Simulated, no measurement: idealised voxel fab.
process module | voxel self aligned contacts
In the cross-section labelled cut, the width is 240 nm and each square cell is 5 nm.
For the purposes of this document, a cross-section shall be understood as a grid of square cells, specified as bands listed in top-to-bottom order, each band consisting of one or more rows of cells. For a band, the entry starts with two heights in nm, that of the top and then that of the bottom, and carries on with the band's materials in order from left to right, each alongside its width in nm; the word "full width" beside a single material means it fills the band edge to edge, and "blank" means empty space. Zero point of the height axis is 0; under it, received wafer = one material. Lowest band: continues down indefinitely, "top 0, no bottom". Note: "30->40" means the width goes from the first number (top row of the band) to the second number (bottom row) in equal steps per row of cells. "nothing changed" means the step left every cell of the cross-section as it was. If an empty space has no open way to the top and is at least 8 cells in size, "Closed cavities" lists it, written width x height at distance, where distance is measured from the left edge and every value is in nm. after a step's settings: what the simulator itself notes on the step. The setting "overlay nm" may be written on the line of a step. When the step uses a mask, the value reports how far to the right of the planned place the mask lay, and a negative value reports that it lay to the left.

# Listed below are the process steps as planned
- 1: RECEIVE,material Si
- 2: OXIDIZE,depth nm 5
- 3: DIRECTIONAL_DEP,material polySi,thk nm 25
- 4: DIRECTIONAL_DEP,material SiN,thk nm 20
- 5: DIRECTIONAL_DEP,material aC,thk nm 15
- 6: PATTERN,tone cover,mask id GATE,material resist,width nm 25,pitch nm 55,thk nm 30,overlay nm 0
- 7: DIRECTIONAL_ETCH,etch materials aC,depth nm 15
- 8: STRIP,etch materials resist
- 9: DIRECTIONAL_ETCH,etch materials SiN,depth nm 20
- 10: DIRECTIONAL_ETCH,etch materials polySi,depth nm 25
- 11: STRIP,etch materials aC
- 12: CONFORMAL_DEP,material SiN,thk nm 5
- 13: DIRECTIONAL_ETCH,etch materials SiN,depth nm 5
- 14: FILL_DEP,material SiO2,thk nm 20
- 15: CMP,height nm 55
- 16: PATTERN,tone open,mask id CONTACT,material resist,width nm 40,pitch nm 55,thk nm 20,overlay nm 0
- 17: DIRECTIONAL_ETCH,etch materials SiO2,depth nm 60
- 18: STRIP,etch materials resist
- 19: CONFORMAL_DEP,material TiN,thk nm 5
- 20: FILL_DEP,material W,thk nm 5
- 21: CMP,height nm 55
- 22: CONFORMAL_DEP,material SiCN,thk nm 5

# So this is the incoming wafer in cross-section - it's already been through step 1
    top 0, no bottom | Si full width
    Closed cavities: none

# End state of the module in cross-section, given the above starting point and plan and one mistake in execution
    top 60, bottom 55 | SiCN full width
    top 55, bottom 45 | 75 SiO2 / 5->10 TiN / 20->10 W / 5->10 TiN / 25 SiO2 / 5->10 TiN / 20->10 W / 5->10 TiN / 80 SiO2
    top 45, bottom 25 | 45 SiO2 / 35 SiN / 5 TiN / 10 W / 5 TiN / 35 SiN / 5 TiN / 10 W / 5 TiN / 35 SiN / 50 SiO2
    top 25, bottom 0 | 45 SiO2 / 5 SiN / 25 polySi / 5 SiN / 5 TiN / 10 W / 5 TiN / 5 SiN / 25 polySi / 5 SiN / 5 TiN / 10 W / 5 TiN / 5 SiN / 25 polySi / 5 SiN / 50 SiO2
    top 0, bottom -5 | 80 SiO2 / 20 TiN / 35 SiO2 / 20 TiN / 85 SiO2
    top -5, no bottom | Si full width
    Closed cavities: none
The plan and the run diverged here: step 16 ran as: PATTERN,tone open,mask id CONTACT,material resist,width nm 30,pitch nm 55,thk nm 20,overlay nm 0
